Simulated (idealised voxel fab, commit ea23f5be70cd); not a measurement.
Title: Process Module voxel self aligned contacts
This is section cut - it's 170 nm across, gridded in 5 nm square cells.
Square cells in a grid make up a cross-section in this document, and the grid is given as bands, listed from the top down, each one or more rows of cells.
Within each band entry, the heights of the top and of the bottom of the band appear first, in that order and in nm; the materials of the band then follow from left to right, each with its corresponding width in nm. The designation "full width" on a single material indicates that it fills the band from edge to edge; the designation "air" indicates empty space.
Measure heights from 0. That's the level where, below it, the as-received wafer is all one material. The lowest band is bottomless and extends downward; write it as in "from 0 down".
The two numbers in a width such as "30 to 40" mark its ends across the band: the first belongs to the top row of cells, the second to the bottom row, and from each row to the next the width moves by the same amount.
Take "everything unchanged" at face value: in the step it is given for, the cross-section changed in none of its cells.
Look at "Entrapped voids" for the closed voids: empty spaces with no open path to the top, sized 8 cells or up. Each is width x height at distance, distance from the left edge, all nm.
The remark found on a step's line after its settings is issued by the simulator itself and pertains to that step.
overlay nm: right-of-plan distance of the mask on a masked step; negative values mean left-of-plan.

So here's the lineup of process steps we planned
1) RECEIVE [material Si]
2) CONFORMAL_DEP [material SiO2] [thk nm 5]
3) DIRECTIONAL_DEP [material polySi] [thk nm 30]
4) DIRECTIONAL_DEP [material SiN] [thk nm 15]
5) MASKED_ETCH [tone cover] [mask id GATE] [width nm 25] [pitch nm 50] [etch materials SiN] [depth nm 15] [overlay nm 0]
6) MASKED_ETCH [tone cover] [mask id GATE] [width nm 25] [pitch nm 50] [etch materials polySi] [depth nm 30] [overlay nm 0]
7) CONFORMAL_DEP [material SiN] [thk nm 5]
8) DIRECTIONAL_ETCH [etch materials SiN] [depth nm 5]
9) FILL_DEP [material SiO2] [thk nm 15]
10) CMP [height nm 60]
11) DIRECTIONAL_DEP [material aC] [thk nm 10]
12) PATTERN [tone open] [mask id CONTACT] [material resist] [width nm 35] [pitch nm 50] [thk nm 30] [overlay nm 0]
13) DIRECTIONAL_ETCH [etch materials aC] [depth nm 10]
14) STRIP [etch materials resist]
15) DIRECTIONAL_ETCH [etch materials SiO2] [depth nm 60]
16) STRIP [etch materials aC]
17) CONFORMAL_DEP [material TiN] [thk nm 5]
18) FILL_DEP [material Ru] [thk nm 5]
19) CMP [height nm 60]
20) CONFORMAL_DEP [material SiCN] [thk nm 5]

Cross-section of the wafer upon arrival, representing the state reached after step 1
> from 0 down | Si full width
> Entrapped voids: none

Starting wafer: above. Plan: above. Run: one mistake. Cross-section after the module: below
> from 65 to 60 | SiCN full width
> from 60 to 50 | 40 of SiO2  5 to 10 of TiN  25 to 15 of Ru  5 to 10 of TiN  15 of SiO2  5 to 10 of TiN  25 to 15 of Ru  5 to 10 of TiN  45 of SiO2
> from 50 to 40 | 20 of SiO2  25 of SiN  5 of TiN  15 of Ru  5 of TiN  25 of SiN  5 of TiN  15 of Ru  5 of TiN  25 of SiN  25 of SiO2
> from 40 to 35 | 20 of SiO2  25 of SiN  10 of TiN  5 of Ru  10 of TiN  25 of SiN  10 of TiN  5 of Ru  10 of TiN  25 of SiN  25 of SiO2
> from 35 to 5 | 15 of SiO2  5 of SiN  25 of polySi  5 of SiN  5 of TiN  5 of Ru  5 of TiN  5 of SiN  25 of polySi  5 of SiN  5 of TiN  5 of Ru  5 of TiN  5 of SiN  25 of polySi  5 of SiN  20 of SiO2
> from 5 to 0 | 50 of SiO2  15 of TiN  35 of SiO2  15 of TiN  55 of SiO2
> from 0 down | Si full width
> Entrapped voids: none
What was done differently from what was planned? step 5 off recipe, ran as MASKED_ETCH [tone cover] [mask id GATE] [width nm 15] [pitch nm 50] [etch materials SiN] [depth nm 15] [overlay nm 0]
